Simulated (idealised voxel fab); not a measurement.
process module | voxel wiring stack
cross-section cut | 275 nm wide | cells 5 nm
A cross-section is a grid of square cells, given in bands from the top down. A band is one or more rows of cells.
Each band's line starts with the height of the band's top and of its bottom, in nm. Then come its materials from left to right, each with its width in nm. One material with "throughout" fills the band from edge to edge. "air" is empty space.
Height 0 is the level under which the wafer as received is all one material. The lowest band goes on downwards, as in "0 down".
A width such as "30 to 40" changes by the same amount from each row of cells to the next, from the band's top row to its bottom row.
"no change" after a step means that no cell of the cross-section changed.
closed voids: empty space of 8 cells or more with no open way to the top, each as width x height at its distance from the left edge, in nm
after a step's settings: what the simulator itself notes on the step
overlay nm, on a step with a mask: how far to the right of its planned place the mask lay; to the left if negative
plan
1 op RECEIVE | material Si
2 op CONFORMAL_DEP | material SiO2 | thk nm 15
3 op CONFORMAL_DEP | material SiCN | thk nm 5
4 op DIRECTIONAL_DEP | material lowk | thk nm 20
5 op MASKED_ETCH | tone open | mask id METAL_1 | width nm 30 | pitch nm 55 | etch materials lowk | depth nm 20 | overlay nm 0
6 op MASKED_ETCH | tone open | mask id METAL_1 | width nm 30 | pitch nm 55 | etch materials SiCN | depth nm 5 | overlay nm 0
7 op CONFORMAL_DEP | material TiN | thk nm 5
8 op FILL_DEP | material Ru | thk nm 5
9 op CMP | height nm 40
10 op CONFORMAL_DEP | material SiCN | thk nm 5
11 op DIRECTIONAL_DEP | material lowk | thk nm 25
12 op DIRECTIONAL_DEP | material aC | thk nm 10
13 op PATTERN | tone open | mask id METAL_2 | material resist | width nm 30 | pitch nm 55 | thk nm 25 | overlay nm 0
14 op DIRECTIONAL_ETCH | etch materials aC | depth nm 10
15 op STRIP | etch materials resist
16 op DIRECTIONAL_ETCH | etch materials lowk | depth nm 15
17 op STRIP | etch materials aC
18 op DIRECTIONAL_DEP | material aC | thk nm 15
19 op PATTERN | tone open | mask id METAL_2_HOLES | material resist | width nm 15 | pitch nm 55 | thk nm 30 | overlay nm 0
20 op DIRECTIONAL_ETCH | etch materials aC | depth nm 15
21 op STRIP | etch materials resist
22 op DIRECTIONAL_ETCH | etch materials lowk | depth nm 10
23 op DIRECTIONAL_ETCH | etch materials SiCN | depth nm 5
24 op STRIP | etch materials aC
25 op CONFORMAL_DEP | material TiN | thk nm 5
26 op FILL_DEP | material Cu | thk nm 10
27 op CMP | height nm 70
28 op CONFORMAL_DEP | material SiCN | thk nm 5
varied across the wafers: width nm of step 19. The plan shows the first wafer's value. All wafers start alike
first wafer as received, after step 1
  0 down: Si throughout
  closed voids: none
first wafer at the end, after step 28
  75 to 70: SiCN throughout
  70 to 60: lowk 40 | TiN 5 | Cu 20 | TiN 5 | lowk 25 | TiN 5 | Cu 20 | TiN 5 | lowk 25 | TiN 5 | Cu 20 | TiN 5 | lowk 25 | TiN 5 | Cu 20 | TiN 5 | lowk 40
  60 to 55: lowk 40 | TiN 5 | Cu 5 | TiN 20 | lowk 25 | TiN 5 | Cu 5 | TiN 20 | lowk 25 | TiN 5 | Cu 5 | TiN 20 | lowk 25 | TiN 5 | Cu 5 | TiN 20 | lowk 40
  55 to 45: lowk 40 | TiN 5 | Cu 5 | TiN 5 | lowk 40 | TiN 5 | Cu 5 | TiN 5 | lowk 40 | TiN 5 | Cu 5 | TiN 5 | lowk 40 | TiN 5 | Cu 5 | TiN 5 | lowk 55
  45 to 40: SiCN 40 | TiN 15 | SiCN 40 | TiN 15 | SiCN 40 | TiN 15 | SiCN 40 | TiN 15 | SiCN 55
  40 to 20: lowk 40 | TiN 5 | Ru 20 | TiN 5 | lowk 25 | TiN 5 | Ru 20 | TiN 5 | lowk 25 | TiN 5 | Ru 20 | TiN 5 | lowk 25 | TiN 5 | Ru 20 | TiN 5 | lowk 40
  20 to 15: SiCN 40 | TiN 30 | SiCN 25 | TiN 30 | SiCN 25 | TiN 30 | SiCN 25 | TiN 30 | SiCN 40
  15 to 0: SiO2 throughout
  0 down: Si throughout
  closed voids: none
last wafer at the end
  75 to 70: SiCN throughout
  70 to 60: lowk 35 | TiN 5 to 10 | Cu 25 to 20 | TiN 5 | lowk 20 | TiN 5 to 10 | Cu 25 to 20 | TiN 5 | lowk 20 | TiN 5 to 10 | Cu 25 to 20 | TiN 5 | lowk 20 | TiN 5 to 10 | Cu 25 to 20 | TiN 5 | lowk 40
  60 to 55: lowk 40 | TiN 5 | Cu 15 | TiN 10 | lowk 25 | TiN 5 | Cu 15 | TiN 10 | lowk 25 | TiN 5 | Cu 15 | TiN 10 | lowk 25 | TiN 5 | Cu 15 | TiN 10 | lowk 40
  55 to 45: lowk 40 | TiN 5 | Cu 15 | TiN 5 | lowk 30 | TiN 5 | Cu 15 | TiN 5 | lowk 30 | TiN 5 | Cu 15 | TiN 5 | lowk 30 | TiN 5 | Cu 15 | TiN 5 | lowk 45
  45 to 40: SiCN 40 | TiN 25 | SiCN 30 | TiN 25 | SiCN 30 | TiN 25 | SiCN 30 | TiN 25 | SiCN 45
  40 to 20: lowk 40 | TiN 5 | Ru 20 | TiN 5 | lowk 25 | TiN 5 | Ru 20 | TiN 5 | lowk 25 | TiN 5 | Ru 20 | TiN 5 | lowk 25 | TiN 5 | Ru 20 | TiN 5 | lowk 40
  20 to 15: SiCN 40 | TiN 30 | SiCN 25 | TiN 30 | SiCN 25 | TiN 30 | SiCN 25 | TiN 30 | SiCN 40
  15 to 0: SiO2 throughout
  0 down: Si throughout
  closed voids: none
each wafer at the end: cells of each material gained (+) or lost (-) since it was received, then its closed voids
width nm 15 | +44 Cu | +64 Ru | +129 SiCN | +165 SiO2 | +120 TiN | +303 lowk | closed voids: none
width nm 20 | +56 Cu | +64 Ru | +125 SiCN | +165 SiO2 | +120 TiN | +295 lowk | closed voids: none
width nm 25 | +60 Cu | +64 Ru | +125 SiCN | +165 SiO2 | +124 TiN | +287 lowk | closed voids: none
width nm 30 | +72 Cu | +64 Ru | +121 SiCN | +165 SiO2 | +124 TiN | +279 lowk | closed voids: none
